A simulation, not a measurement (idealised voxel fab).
Process module heading - voxel wiring stack
The cross-section shown here is cut; it is 180 nm wide and divided into square cells measuring 5 nm on a side.
In what follows, cross-sections appear as grids of square cells, described through bands that run from the top down, where every band is one or more rows of cells.
Top height, bottom height, nm. Materials left to right, width each, nm. Single material + "everywhere" = fills band edge to edge. "blank" = empty.
All heights in this document are referenced to 0, defined as the level beneath which the wafer, as received, consists entirely of one material. The lowest band is not bounded below; it extends indefinitely downward and is written in the form "top 0, no bottom".
When a width is written as two numbers, as in "30..40", the first number is the width in the top row of cells of the band and the second is the width in its bottom row, and the width changes by the same amount from each row to the next.
A step reported as "remained unchanged" is a step in which no cell of the cross-section changed.
Basically, "Enclosed void inventory" tells you about the enclosed voids: empty spaces with no open way to the top, 8 cells or bigger, each written width x height at distance, where distance is from the left edge, all in nm.
If you see something after the settings on a step's line, that's the simulator's own remark about that step.
When a step includes a mask, the "overlay nm" setting on its line states how far to the right of its planned place that mask lay, and negative values state how far to the left.
Everything after this point is organized in pairs: a cross-section before one process step, a cross-section after it that shows only as deep as the lowest changed band, and, under the pair, the intervening step with its settings. Because different runs of this module on the same starting wafer can supply different pairs, a pair continues from the pair above it only if its entry headed "State before step" says so.

State before step
* top 140, bottom 135  SiCN everywhere
* top 135, bottom 130  SiCN (20), Ru (40), SiCN (10), Ru (40), SiCN (10), Ru (40), SiCN (20)
* top 130, bottom 105  SiO2 (25), TiN (5), Cu (20), TiN (5), SiO2 (20), TiN (5), Cu (20), TiN (5), SiO2 (20), TiN (5), Cu (20), TiN (5), SiO2 (25)
* top 105, bottom 100  SiN (25), TiN (30), SiN (20), TiN (30), SiN (20), TiN (30), SiN (25)
* top 100, bottom 80  SiO2 (25), TiN (5), W (10), TiN (5), SiO2 (80), TiN (5), W (10), TiN (5), SiO2 (35)
* top 80, bottom 75  SiCN (25), TiN (20), SiCN (80), TiN (20), SiCN (35)
* top 75, bottom 65  lowk (25), TiN (5), Cu (20), TiN (5), lowk (20), TiN (5), Cu (20), TiN (5), lowk (20), TiN (5), Cu (20), TiN (5), lowk (25)
* top 65, bottom 60  lowk (25), TiN (5), Cu (5), TiN (20), lowk (20), TiN (5), Cu (5), TiN (20), lowk (20), TiN (5), Cu (5), TiN (20), lowk (25)
* top 60, bottom 45  lowk (25), TiN (5), Cu (5), TiN (5), lowk (35), TiN (5), Cu (5), TiN (5), lowk (35), TiN (5), Cu (5), TiN (5), lowk (40)
* top 45, bottom 40  SiCN (25), TiN (15), SiCN (35), TiN (15), SiCN (35), TiN (15), SiCN (40)
* top 40, bottom 20  lowk (20), SiCN (5), W (30), SiCN (5), lowk (10), SiCN (5), W (30), SiCN (5), lowk (10), SiCN (5), W (30), SiCN (5), lowk (20)
* top 20, bottom 15  SiCN (25), TiN (30), SiCN (20), TiN (30), SiCN (20), TiN (30), SiCN (25)
* top 15, bottom 0  SiO2 everywhere
* top 0, no bottom  Si everywhere
* Enclosed void inventory: none

Sectional Result
* top 155, bottom 140  SiO2 everywhere
* At heights below 140, the structure remains unaltered.
* Enclosed void inventory: none
Intermediate step for the cross-sections above: DIRECTIONAL_DEP (material SiO2; thk nm 15)

State before step: see the after view in the pair directly above.

Sectional Result
* top 155, bottom 140  SiO2 (25), blank (15), SiO2 (35), blank (15), SiO2 (35), blank (15), SiO2 (40)
* At heights below 140, the structure remains unaltered.
* Enclosed void inventory: none
Intermediate step for the cross-sections above: MASKED_ETCH (tone open; mask id PLUG_3; width nm 15; pitch nm 50; etch materials SiO2; depth nm 15; overlay nm 0)

State before step: see the after view in the pair directly above.

Sectional Result
* top 155, bottom 140  SiO2 (25), blank (15), SiO2 (35), blank (15), SiO2 (35), blank (15), SiO2 (40)
* top 140, bottom 135  SiCN (25), blank (15), SiCN (35), blank (15), SiCN (35), blank (15), SiCN (40)
* At heights below 135, the structure remains unaltered.
* Enclosed void inventory: none
Intermediate step for the cross-sections above: MASKED_ETCH (tone open; mask id PLUG_3; width nm 15; pitch nm 50; etch materials SiCN; depth nm 5; overlay nm 0)

State before step: see the after view in the pair directly above.

Sectional Result
* top 160, bottom 155  TiN (30), blank (5), TiN (45), blank (5), TiN (45), blank (5), TiN (45)
* top 155, bottom 140  SiO2 (25), TiN (5), blank (5), TiN (5), SiO2 (35), TiN (5), blank (5), TiN (5), SiO2 (35), TiN (5), blank (5), TiN (5), SiO2 (40)
* top 140, bottom 135  SiCN (25), TiN (15), SiCN (35), TiN (15), SiCN (35), TiN (15), SiCN (40)
* At heights below 135, the structure remains unaltered.
* Enclosed void inventory: none
Intermediate step for the cross-sections above: CONFORMAL_DEP (material TiN; thk nm 5)

State before step: see the after view in the pair directly above.

Sectional Result
* top 170, bottom 160  Cu everywhere
* top 160, bottom 155  TiN (30), Cu (5), TiN (45), Cu (5), TiN (45), Cu (5), TiN (45)
* top 155, bottom 140  SiO2 (25), TiN (5), Cu (5), TiN (5), SiO2 (35), TiN (5), Cu (5), TiN (5), SiO2 (35), TiN (5), Cu (5), TiN (5), SiO2 (40)
* At heights below 140, the structure remains unaltered.
* Enclosed void inventory: none
Intermediate step for the cross-sections above: FILL_DEP (material Cu; thk nm 10)

State before step: see the after view in the pair directly above.

Sectional Result
* top 155, bottom 140  SiO2 (25), TiN (5), Cu (5), TiN (5), SiO2 (35), TiN (5), Cu (5), TiN (5), SiO2 (35), TiN (5), Cu (5), TiN (5), SiO2 (40)
* At heights below 140, the structure remains unaltered.
* Enclosed void inventory: none
Intermediate step for the cross-sections above: CMP (height nm 155)

State before step: see the after view in the pair directly above.

Sectional Result
* top 160, bottom 155  SiN everywhere
* At heights below 155, the structure remains unaltered.
* Enclosed void inventory: none
Intermediate step for the cross-sections above: CONFORMAL_DEP (material SiN; thk nm 5)

State before step: see the after view in the pair directly above.

Sectional Result
* top 180, bottom 160  lowk everywhere
* At heights below 160, the structure remains unaltered.
* Enclosed void inventory: none
Intermediate step for the cross-sections above: DIRECTIONAL_DEP (material lowk; thk nm 20)

State before step: see the after view in the pair directly above.

Sectional Result
* top 195, bottom 180  resist (25), blank (30), resist (20), blank (30), resist (20), blank (30), resist (25)
* At heights below 180, the structure remains unaltered.
* Enclosed void inventory: none
Intermediate step for the cross-sections above: PATTERN (tone open; mask id METAL_4; material resist; width nm 30; pitch nm 50; thk nm 15; overlay nm 0)

State before step: see the after view in the pair directly above.

Sectional Result
* top 195, bottom 180  resist (25), blank (30), resist (20), blank (30), resist (20), blank (30), resist (25)
* top 180, bottom 160  lowk (25), blank (30), lowk (20), blank (30), lowk (20), blank (30), lowk (25)
* At heights below 160, the structure remains unaltered.
* Enclosed void inventory: none
Intermediate step for the cross-sections above: DIRECTIONAL_ETCH (etch materials lowk; depth nm 20)

State before step: see the after view in the pair directly above.

Sectional Result
* top 195, bottom 180  resist (25), blank (30), resist (20), blank (30), resist (20), blank (30), resist (25)
* top 180, bottom 160  lowk (25), blank (30), lowk (20), blank (30), lowk (20), blank (30), lowk (25)
* top 160, bottom 155  SiN (25), blank (30), SiN (20), blank (30), SiN (20), blank (30), SiN (25)
* At heights below 155, the structure remains unaltered.
* Enclosed void inventory: none
Intermediate step for the cross-sections above: DIRECTIONAL_ETCH (etch materials SiN; depth nm 5)

State before step: see the after view in the pair directly above.

Sectional Result
* top 180, bottom 160  lowk (25), blank (30), lowk (20), blank (30), lowk (20), blank (30), lowk (25)
* At heights below 160, the structure remains unaltered.
* Enclosed void inventory: none
Intermediate step for the cross-sections above: STRIP (etch materials resist)

State before step: see the after view in the pair directly above.

Sectional Result
* top 185, bottom 180  TiN (30), blank (20), TiN (30), blank (20), TiN (30), blank (20), TiN (30)
* top 180, bottom 160  lowk (25), TiN (5), blank (20), TiN (5), lowk (20), TiN (5), blank (20), TiN (5), lowk (20), TiN (5), blank (20), TiN (5), lowk (25)
* top 160, bottom 155  SiN (25), TiN (30), SiN (20), TiN (30), SiN (20), TiN (30), SiN (25)
* At heights below 155, the structure remains unaltered.
* Enclosed void inventory: none
Intermediate step for the cross-sections above: CONFORMAL_DEP (material TiN; thk nm 5)

State before step: see the after view in the pair directly above.

Sectional Result
* top 195, bottom 185  W everywhere
* top 185, bottom 180  TiN (30), W (20), TiN (30), W (20), TiN (30), W (20), TiN (30)
* top 180, bottom 160  lowk (25), TiN (5), W (20), TiN (5), lowk (20), TiN (5), W (20), TiN (5), lowk (20), TiN (5), W (20), TiN (5), lowk (25)
* At heights below 160, the structure remains unaltered.
* Enclosed void inventory: none
Intermediate step for the cross-sections above: FILL_DEP (material W; thk nm 10)

State before step: see the after view in the pair directly above.

Sectional Result
* top 180, bottom 160  lowk (25), TiN (5), W (20), TiN (5), lowk (20), TiN (5), W (20), TiN (5), lowk (20), TiN (5), W (20), TiN (5), lowk (25)
* At heights below 160, the structure remains unaltered.
* Enclosed void inventory: none
Intermediate step for the cross-sections above: CMP (height nm 180)

State before step: see the after view in the pair directly above.

Sectional Result
* top 185, bottom 180  SiCN everywhere
* At heights below 180, the structure remains unaltered.
* Enclosed void inventory: none
Intermediate step for the cross-sections above: CONFORMAL_DEP (material SiCN; thk nm 5)

State before step
* top 155, bottom 140  SiO2 everywhere
* top 140, bottom 135  SiCN everywhere
* top 135, bottom 130  SiCN (20), Ru (40), SiCN (10), Ru (40), SiCN (10), Ru (40), SiCN (20)
* top 130, bottom 105  SiO2 (25), TiN (5), Cu (20), TiN (5), SiO2 (20), TiN (5), Cu (20), TiN (5), SiO2 (20), TiN (5), Cu (20), TiN (5), SiO2 (25)
* top 105, bottom 100  SiN (25), TiN (30), SiN (20), TiN (30), SiN (20), TiN (30), SiN (25)
* top 100, bottom 80  SiO2 (25), TiN (5), W (5), TiN (5), SiO2 (85), TiN (5), W (5), TiN (5), SiO2 (40)
* top 80, bottom 75  SiCN (25), TiN (15), SiCN (85), TiN (15), SiCN (40)
* top 75, bottom 65  lowk (25), TiN (5), Cu (20), TiN (5), lowk (20), TiN (5), Cu (20), TiN (5), lowk (20), TiN (5), Cu (20), TiN (5), lowk (25)
* top 65, bottom 60  lowk (25), TiN (5), Cu (5), TiN (20), lowk (20), TiN (5), Cu (5), TiN (20), lowk (20), TiN (5), Cu (5), TiN (20), lowk (25)
* top 60, bottom 45  lowk (25), TiN (5), Cu (5), TiN (5), lowk (35), TiN (5), Cu (5), TiN (5), lowk (35), TiN (5), Cu (5), TiN (5), lowk (40)
* top 45, bottom 40  SiCN (25), TiN (15), SiCN (35), TiN (15), SiCN (35), TiN (15), SiCN (40)
* top 40, bottom 20  lowk (20), SiCN (5), W (30), SiCN (5), lowk (10), SiCN (5), W (30), SiCN (5), lowk (10), SiCN (5), W (30), SiCN (5), lowk (20)
* top 20, bottom 15  SiCN (25), TiN (30), SiCN (20), TiN (30), SiCN (20), TiN (30), SiCN (25)
* top 15, bottom 0  SiO2 everywhere
* top 0, no bottom  Si everywhere
* Enclosed void inventory: none

Sectional Result
* top 155, bottom 140  SiO2 (30), blank (15), SiO2 (35), blank (15), SiO2 (35), blank (15), SiO2 (35)
* At heights below 140, the structure remains unaltered.
* Enclosed void inventory: none
Intermediate step for the cross-sections above: MASKED_ETCH (tone open; mask id PLUG_3; width nm 15; pitch nm 50; etch materials SiO2; depth nm 15; overlay nm 5)

State before step: see the after view in the pair directly above.

Sectional Result
* top 155, bottom 140  SiO2 (30), blank (15), SiO2 (35), blank (15), SiO2 (35), blank (15), SiO2 (35)
* top 140, bottom 135  SiCN (30), blank (10), SiCN (40), blank (10), SiCN (40), blank (10), SiCN (40)
* At heights below 135, the structure remains unaltered.
* Enclosed void inventory: none
Intermediate step for the cross-sections above: MASKED_ETCH (tone open; mask id PLUG_3; width nm 15; pitch nm 50; etch materials SiCN; depth nm 5; overlay nm 0)

State before step: see the after view in the pair directly above.

Sectional Result
* top 160, bottom 155  TiN (35), blank (5), TiN (45), blank (5), TiN (45), blank (5), TiN (40)
* top 155, bottom 145  SiO2 (30), TiN (5), blank (5), TiN (5), SiO2 (35), TiN (5), blank (5), TiN (5), SiO2 (35), TiN (5), blank (5), TiN (5), SiO2 (35)
* top 145, bottom 140  SiO2 (30), TiN (15), SiO2 (35), TiN (15), SiO2 (35), TiN (15), SiO2 (35)
* top 140, bottom 135  SiCN (30), TiN (10), SiCN (40), TiN (10), SiCN (40), TiN (10), SiCN (40)
* At heights below 135, the structure remains unaltered.
* Enclosed void inventory: none
Intermediate step for the cross-sections above: CONFORMAL_DEP (material TiN; thk nm 5)

State before step: see the after view in the pair directly above.

Sectional Result
* top 170, bottom 160  Cu everywhere
* top 160, bottom 155  TiN (35), Cu (5), TiN (45), Cu (5), TiN (45), Cu (5), TiN (40)
* top 155, bottom 145  SiO2 (30), TiN (5), Cu (5), TiN (5), SiO2 (35), TiN (5), Cu (5), TiN (5), SiO2 (35), TiN (5), Cu (5), TiN (5), SiO2 (35)
* At heights below 145, the structure remains unaltered.
* Enclosed void inventory: none
Intermediate step for the cross-sections above: FILL_DEP (material Cu; thk nm 10)

State before step: see the after view in the pair directly above.

Sectional Result
* top 155, bottom 145  SiO2 (30), TiN (5), Cu (5), TiN (5), SiO2 (35), TiN (5), Cu (5), TiN (5), SiO2 (35), TiN (5), Cu (5), TiN (5), SiO2 (35)
* At heights below 145, the structure remains unaltered.
* Enclosed void inventory: none
Intermediate step for the cross-sections above: CMP (height nm 155)

State before step: see the after view in the pair directly above.

Sectional Result
* top 160, bottom 155  SiN everywhere
* At heights below 155, the structure remains unaltered.
* Enclosed void inventory: none
Intermediate step for the cross-sections above: CONFORMAL_DEP (material SiN; thk nm 5)

State before step: see the after view in the pair directly above.

Sectional Result
* top 180, bottom 160  lowk everywhere
* At heights below 160, the structure remains unaltered.
* Enclosed void inventory: none
Intermediate step for the cross-sections above: DIRECTIONAL_DEP (material lowk; thk nm 20)

State before step: see the after view in the pair directly above.

Sectional Result
* top 195, bottom 180  resist (25), blank (30), resist (20), blank (30), resist (20), blank (30), resist (25)
* At heights below 180, the structure remains unaltered.
* Enclosed void inventory: none
Intermediate step for the cross-sections above: PATTERN (tone open; mask id METAL_4; material resist; width nm 30; pitch nm 50; thk nm 15; overlay nm 0)

State before step: see the after view in the pair directly above.

Sectional Result
* top 195, bottom 180  resist (25), blank (30), resist (20), blank (30), resist (20), blank (30), resist (25)
* top 180, bottom 160  lowk (25), blank (30), lowk (20), blank (30), lowk (20), blank (30), lowk (25)
* At heights below 160, the structure remains unaltered.
* Enclosed void inventory: none
Intermediate step for the cross-sections above: DIRECTIONAL_ETCH (etch materials lowk; depth nm 20)

State before step: see the after view in the pair directly above.

Sectional Result
* top 195, bottom 180  resist (25), blank (30), resist (20), blank (30), resist (20), blank (30), resist (25)
* top 180, bottom 160  lowk (25), blank (30), lowk (20), blank (30), lowk (20), blank (30), lowk (25)
* top 160, bottom 155  SiN (25), blank (30), SiN (20), blank (30), SiN (20), blank (30), SiN (25)
* At heights below 155, the structure remains unaltered.
* Enclosed void inventory: none
Intermediate step for the cross-sections above: DIRECTIONAL_ETCH (etch materials SiN; depth nm 5)

State before step: see the after view in the pair directly above.

Sectional Result
* top 180, bottom 160  lowk (25), blank (30), lowk (20), blank (30), lowk (20), blank (30), lowk (25)
* At heights below 160, the structure remains unaltered.
* Enclosed void inventory: none
Intermediate step for the cross-sections above: STRIP (etch materials resist)

State before step: see the after view in the pair directly above.

Sectional Result
* top 185, bottom 180  TiN (30), blank (20), TiN (30), blank (20), TiN (30), blank (20), TiN (30)
* top 180, bottom 160  lowk (25), TiN (5), blank (20), TiN (5), lowk (20), TiN (5), blank (20), TiN (5), lowk (20), TiN (5), blank (20), TiN (5), lowk (25)
* top 160, bottom 155  SiN (25), TiN (30), SiN (20), TiN (30), SiN (20), TiN (30), SiN (25)
* At heights below 155, the structure remains unaltered.
* Enclosed void inventory: none
Intermediate step for the cross-sections above: CONFORMAL_DEP (material TiN; thk nm 5)

State before step: see the after view in the pair directly above.

Sectional Result
* top 195, bottom 185  W everywhere
* top 185, bottom 180  TiN (30), W (20), TiN (30), W (20), TiN (30), W (20), TiN (30)
* top 180, bottom 160  lowk (25), TiN (5), W (20), TiN (5), lowk (20), TiN (5), W (20), TiN (5), lowk (20), TiN (5), W (20), TiN (5), lowk (25)
* At heights below 160, the structure remains unaltered.
* Enclosed void inventory: none
Intermediate step for the cross-sections above: FILL_DEP (material W; thk nm 10)

State before step: see the after view in the pair directly above.

Sectional Result
* top 180, bottom 160  lowk (25), TiN (5), W (20), TiN (5), lowk (20), TiN (5), W (20), TiN (5), lowk (20), TiN (5), W (20), TiN (5), lowk (25)
* At heights below 160, the structure remains unaltered.
* Enclosed void inventory: none
Intermediate step for the cross-sections above: CMP (height nm 180)

State before step: see the after view in the pair directly above.

Sectional Result
* top 185, bottom 180  SiCN everywhere
* At heights below 180, the structure remains unaltered.
* Enclosed void inventory: none
Intermediate step for the cross-sections above: CONFORMAL_DEP (material SiCN; thk nm 5)

State before step
* top 100, bottom 80  SiO2 (25), blank (15), SiO2 (85), blank (15), SiO2 (40)
* top 80, bottom 75  SiCN (25), blank (15), SiCN (85), blank (15), SiCN (40)
* top 75, bottom 65  lowk (25), TiN (5), Cu (20), TiN (5), lowk (20), TiN (5), Cu (20), TiN (5), lowk (20), TiN (5), Cu (20), TiN (5), lowk (25)
* top 65, bottom 60  lowk (25), TiN (5), Cu (5), TiN (20), lowk (20), TiN (5), Cu (5), TiN (20), lowk (20), TiN (5), Cu (5), TiN (20), lowk (25)
* top 60, bottom 45  lowk (25), TiN (5), Cu (5), TiN (5), lowk (35), TiN (5), Cu (5), TiN (5), lowk (35), TiN (5), Cu (5), TiN (5), lowk (40)
* top 45, bottom 40  SiCN (25), TiN (15), SiCN (35), TiN (15), SiCN (35), TiN (15), SiCN (40)
* top 40, bottom 20  lowk (20), SiCN (5), W (30), SiCN (5), lowk (10), SiCN (5), W (30), SiCN (5), lowk (10), SiCN (5), W (30), SiCN (5), lowk (20)
* top 20, bottom 15  SiCN (25), TiN (30), SiCN (20), TiN (30), SiCN (20), TiN (30), SiCN (25)
* top 15, bottom 0  SiO2 everywhere
* top 0, no bottom  Si everywhere
* Enclosed void inventory: none

Sectional Result
* top 105, bottom 100  Ru (30), blank (5), Ru (95), blank (5), Ru (45)
* top 100, bottom 80  SiO2 (25), Ru (5), blank (5), Ru (5), SiO2 (85), Ru (5), blank (5), Ru (5), SiO2 (40)
* top 80, bottom 75  SiCN (25), Ru (15), SiCN (85), Ru (15), SiCN (40)
* At heights below 75, the structure remains unaltered.
* Enclosed void inventory: none
Intermediate step for the cross-sections above: CONFORMAL_DEP (material Ru; thk nm 5)

State before step: see the after view in the pair directly above.

Sectional Result
* top 115, bottom 105  W everywhere
* top 105, bottom 100  Ru (30), W (5), Ru (95), W (5), Ru (45)
* top 100, bottom 80  SiO2 (25), Ru (5), W (5), Ru (5), SiO2 (85), Ru (5), W (5), Ru (5), SiO2 (40)
* At heights below 80, the structure remains unaltered.
* Enclosed void inventory: none
Intermediate step for the cross-sections above: FILL_DEP (material W; thk nm 10)

State before step: see the after view in the pair directly above.

Sectional Result
* top 100, bottom 80  SiO2 (25), Ru (5), W (5), Ru (5), SiO2 (85), Ru (5), W (5), Ru (5), SiO2 (40)
* At heights below 80, the structure remains unaltered.
* Enclosed void inventory: none
Intermediate step for the cross-sections above: CMP (height nm 100)

State before step: see the after view in the pair directly above.

Sectional Result
* top 105, bottom 100  SiN everywhere
* At heights below 100, the structure remains unaltered.
* Enclosed void inventory: none
Intermediate step for the cross-sections above: CONFORMAL_DEP (material SiN; thk nm 5)

State before step: see the after view in the pair directly above.

Sectional Result
* top 130, bottom 105  SiO2 everywhere
* At heights below 105, the structure remains unaltered.
* Enclosed void inventory: none
Intermediate step for the cross-sections above: DIRECTIONAL_DEP (material SiO2; thk nm 25)

State before step: see the after view in the pair directly above.

Sectional Result
* top 140, bottom 130  aC everywhere
* At heights below 130, the structure remains unaltered.
* Enclosed void inventory: none
Intermediate step for the cross-sections above: DIRECTIONAL_DEP (material aC; thk nm 10)

State before step: see the after view in the pair directly above.

Sectional Result
* top 165, bottom 140  resist (25), blank (30), resist (20), blank (30), resist (20), blank (30), resist (25)
* At heights below 140, the structure remains unaltered.
* Enclosed void inventory: none
Intermediate step for the cross-sections above: PATTERN (tone open; mask id METAL_3; material resist; width nm 30; pitch nm 50; thk nm 25; overlay nm 0)

State before step: see the after view in the pair directly above.

Sectional Result
* top 155, bottom 140  resist (25), blank (30), resist (20), blank (30), resist (20), blank (30), resist (25)
* top 140, bottom 130  aC (25), blank (30), aC (20), blank (30), aC (20), blank (30), aC (25)
* At heights below 130, the structure remains unaltered.
* Enclosed void inventory: none
Intermediate step for the cross-sections above: DIRECTIONAL_ETCH (etch materials aC; depth nm 10)

State before step: see the after view in the pair directly above.

Sectional Result
* top 140, bottom 130  aC (25), blank (30), aC (20), blank (30), aC (20), blank (30), aC (25)
* At heights below 130, the structure remains unaltered.
* Enclosed void inventory: none
Intermediate step for the cross-sections above: STRIP (etch materials resist)

State before step: see the after view in the pair directly above.

Sectional Result
* top 140, bottom 130  aC (25), blank (30), aC (20), blank (30), aC (20), blank (30), aC (25)
* top 130, bottom 105  SiO2 (25), blank (30), SiO2 (20), blank (30), SiO2 (20), blank (30), SiO2 (25)
* At heights below 105, the structure remains unaltered.
* Enclosed void inventory: none
Intermediate step for the cross-sections above: DIRECTIONAL_ETCH (etch materials SiO2; depth nm 25)

State before step: see the after view in the pair directly above.

Sectional Result
* top 140, bottom 130  aC (25), blank (30), aC (20), blank (30), aC (20), blank (30), aC (25)
* top 130, bottom 105  SiO2 (25), blank (30), SiO2 (20), blank (30), SiO2 (20), blank (30), SiO2 (25)
* top 105, bottom 100  SiN (25), blank (30), SiN (20), blank (30), SiN (20), blank (30), SiN (25)
* At heights below 100, the structure remains unaltered.
* Enclosed void inventory: none
Intermediate step for the cross-sections above: DIRECTIONAL_ETCH (etch materials SiN; depth nm 5)

State before step: see the after view in the pair directly above.

Sectional Result
* top 130, bottom 105  SiO2 (25), blank (30), SiO2 (20), blank (30), SiO2 (20), blank (30), SiO2 (25)
* At heights below 105, the structure remains unaltered.
* Enclosed void inventory: none
Intermediate step for the cross-sections above: STRIP (etch materials aC)

State before step: see the after view in the pair directly above.

Sectional Result
* top 135, bottom 130  TiN (30), blank (20), TiN (30), blank (20), TiN (30), blank (20), TiN (30)
* top 130, bottom 105  SiO2 (25), TiN (5), blank (20), TiN (5), SiO2 (20), TiN (5), blank (20), TiN (5), SiO2 (20), TiN (5), blank (20), TiN (5), SiO2 (25)
* top 105, bottom 100  SiN (25), TiN (30), SiN (20), TiN (30), SiN (20), TiN (30), SiN (25)
* At heights below 100, the structure remains unaltered.
* Enclosed void inventory: none
Intermediate step for the cross-sections above: CONFORMAL_DEP (material TiN; thk nm 5)

State before step: see the after view in the pair directly above.

Sectional Result
* top 140, bottom 135  Cu everywhere
* top 135, bottom 130  TiN (30), Cu (20), TiN (30), Cu (20), TiN (30), Cu (20), TiN (30)
* top 130, bottom 105  SiO2 (25), TiN (5), Cu (20), TiN (5), SiO2 (20), TiN (5), Cu (20), TiN (5), SiO2 (20), TiN (5), Cu (20), TiN (5), SiO2 (25)
* At heights below 105, the structure remains unaltered.
* Enclosed void inventory: none
Intermediate step for the cross-sections above: FILL_DEP (material Cu; thk nm 5)

State before step: see the after view in the pair directly above.

Sectional Result
* top 130, bottom 105  SiO2 (25), TiN (5), Cu (20), TiN (5), SiO2 (20), TiN (5), Cu (20), TiN (5), SiO2 (20), TiN (5), Cu (20), TiN (5), SiO2 (25)
* At heights below 105, the structure remains unaltered.
* Enclosed void inventory: none
Intermediate step for the cross-sections above: CMP (height nm 130)

State before step: see the after view in the pair directly above.

Sectional Result
* top 135, bottom 130  blank (20), Ru (40), blank (10), Ru (40), blank (10), Ru (40), blank (20)
* At heights below 130, the structure remains unaltered.
* Enclosed void inventory: none
Intermediate step for the cross-sections above: EPI (material Ru; thk nm 5)

State before step: see the after view in the pair directly above.

Sectional Result
* top 140, bottom 135  SiCN everywhere
* top 135, bottom 130  SiCN (20), Ru (40), SiCN (10), Ru (40), SiCN (10), Ru (40), SiCN (20)
* At heights below 130, the structure remains unaltered.
* Enclosed void inventory: none
Intermediate step for the cross-sections above: FILL_DEP (material SiCN; thk nm 5)

State before step: see the after view in the pair directly above.

Sectional Result
* top 155, bottom 140  SiO2 everywhere
* At heights below 140, the structure remains unaltered.
* Enclosed void inventory: none
Intermediate step for the cross-sections above: DIRECTIONAL_DEP (material SiO2; thk nm 15)

State before step: see the after view in the pair directly above.

Sectional Result
* top 155, bottom 140  SiO2 (25), blank (15), SiO2 (35), blank (15), SiO2 (35), blank (15), SiO2 (40)
* At heights below 140, the structure remains unaltered.
* Enclosed void inventory: none
Intermediate step for the cross-sections above: MASKED_ETCH (tone open; mask id PLUG_3; width nm 15; pitch nm 50; etch materials SiO2; depth nm 15; overlay nm 0)

State before step: see the after view in the pair directly above.

Sectional Result
* top 155, bottom 140  SiO2 (25), blank (15), SiO2 (35), blank (15), SiO2 (35), blank (15), SiO2 (40)
* top 140, bottom 135  SiCN (25), blank (15), SiCN (35), blank (15), SiCN (35), blank (15), SiCN (40)
* At heights below 135, the structure remains unaltered.
* Enclosed void inventory: none
Intermediate step for the cross-sections above: MASKED_ETCH (tone open; mask id PLUG_3; width nm 15; pitch nm 50; etch materials SiCN; depth nm 5; overlay nm 0)

State before step: see the after view in the pair directly above.

Sectional Result
* top 160, bottom 155  TiN (30), blank (5), TiN (45), blank (5), TiN (45), blank (5), TiN (45)
* top 155, bottom 140  SiO2 (25), TiN (5), blank (5), TiN (5), SiO2 (35), TiN (5), blank (5), TiN (5), SiO2 (35), TiN (5), blank (5), TiN (5), SiO2 (40)
* top 140, bottom 135  SiCN (25), TiN (15), SiCN (35), TiN (15), SiCN (35), TiN (15), SiCN (40)
* At heights below 135, the structure remains unaltered.
* Enclosed void inventory: none
Intermediate step for the cross-sections above: CONFORMAL_DEP (material TiN; thk nm 5)

State before step: see the after view in the pair directly above.

Sectional Result
* top 170, bottom 160  Cu everywhere
* top 160, bottom 155  TiN (30), Cu (5), TiN (45), Cu (5), TiN (45), Cu (5), TiN (45)
* top 155, bottom 140  SiO2 (25), TiN (5), Cu (5), TiN (5), SiO2 (35), TiN (5), Cu (5), TiN (5), SiO2 (35), TiN (5), Cu (5), TiN (5), SiO2 (40)
* At heights below 140, the structure remains unaltered.
* Enclosed void inventory: none
Intermediate step for the cross-sections above: FILL_DEP (material Cu; thk nm 10)

State before step: see the after view in the pair directly above.

Sectional Result
* top 155, bottom 140  SiO2 (25), TiN (5), Cu (5), TiN (5), SiO2 (35), TiN (5), Cu (5), TiN (5), SiO2 (35), TiN (5), Cu (5), TiN (5), SiO2 (40)
* At heights below 140, the structure remains unaltered.
* Enclosed void inventory: none
Intermediate step for the cross-sections above: CMP (height nm 155)

State before step: see the after view in the pair directly above.

Sectional Result
* top 160, bottom 155  SiN everywhere
* At heights below 155, the structure remains unaltered.
* Enclosed void inventory: none
Intermediate step for the cross-sections above: CONFORMAL_DEP (material SiN; thk nm 5)

State before step: see the after view in the pair directly above.

Sectional Result
* top 180, bottom 160  lowk everywhere
* At heights below 160, the structure remains unaltered.
* Enclosed void inventory: none
Intermediate step for the cross-sections above: DIRECTIONAL_DEP (material lowk; thk nm 20)

State before step: see the after view in the pair directly above.

Sectional Result
* top 195, bottom 180  resist (25), blank (30), resist (20), blank (30), resist (20), blank (30), resist (25)
* At heights below 180, the structure remains unaltered.
* Enclosed void inventory: none
Intermediate step for the cross-sections above: PATTERN (tone open; mask id METAL_4; material resist; width nm 30; pitch nm 50; thk nm 15; overlay nm 0)

State before step: see the after view in the pair directly above.

Sectional Result
* top 195, bottom 180  resist (25), blank (30), resist (20), blank (30), resist (20), blank (30), resist (25)
* top 180, bottom 160  lowk (25), blank (30), lowk (20), blank (30), lowk (20), blank (30), lowk (25)
* At heights below 160, the structure remains unaltered.
* Enclosed void inventory: none
Intermediate step for the cross-sections above: DIRECTIONAL_ETCH (etch materials lowk; depth nm 20)

State before step: see the after view in the pair directly above.

Sectional Result
* top 195, bottom 180  resist (25), blank (30), resist (20), blank (30), resist (20), blank (30), resist (25)
* top 180, bottom 160  lowk (25), blank (30), lowk (20), blank (30), lowk (20), blank (30), lowk (25)
* top 160, bottom 155  SiN (25), blank (30), SiN (20), blank (30), SiN (20), blank (30), SiN (25)
* At heights below 155, the structure remains unaltered.
* Enclosed void inventory: none
Intermediate step for the cross-sections above: DIRECTIONAL_ETCH (etch materials SiN; depth nm 5)

State before step: see the after view in the pair directly above.

Sectional Result
* top 180, bottom 160  lowk (25), blank (30), lowk (20), blank (30), lowk (20), blank (30), lowk (25)
* At heights below 160, the structure remains unaltered.
* Enclosed void inventory: none
Intermediate step for the cross-sections above: STRIP (etch materials resist)

State before step: see the after view in the pair directly above.

Sectional Result
* top 185, bottom 180  TiN (30), blank (20), TiN (30), blank (20), TiN (30), blank (20), TiN (30)
* top 180, bottom 160  lowk (25), TiN (5), blank (20), TiN (5), lowk (20), TiN (5), blank (20), TiN (5), lowk (20), TiN (5), blank (20), TiN (5), lowk (25)
* top 160, bottom 155  SiN (25), TiN (30), SiN (20), TiN (30), SiN (20), TiN (30), SiN (25)
* At heights below 155, the structure remains unaltered.
* Enclosed void inventory: none
Intermediate step for the cross-sections above: CONFORMAL_DEP (material TiN; thk nm 5)

State before step: see the after view in the pair directly above.

Sectional Result
* top 195, bottom 185  W everywhere
* top 185, bottom 180  TiN (30), W (20), TiN (30), W (20), TiN (30), W (20), TiN (30)
* top 180, bottom 160  lowk (25), TiN (5), W (20), TiN (5), lowk (20), TiN (5), W (20), TiN (5), lowk (20), TiN (5), W (20), TiN (5), lowk (25)
* At heights below 160, the structure remains unaltered.
* Enclosed void inventory: none
Intermediate step for the cross-sections above: FILL_DEP (material W; thk nm 10)

State before step: see the after view in the pair directly above.

Sectional Result
* top 180, bottom 160  lowk (25), TiN (5), W (20), TiN (5), lowk (20), TiN (5), W (20), TiN (5), lowk (20), TiN (5), W (20), TiN (5), lowk (25)
* At heights below 160, the structure remains unaltered.
* Enclosed void inventory: none
Intermediate step for the cross-sections above: CMP (height nm 180)
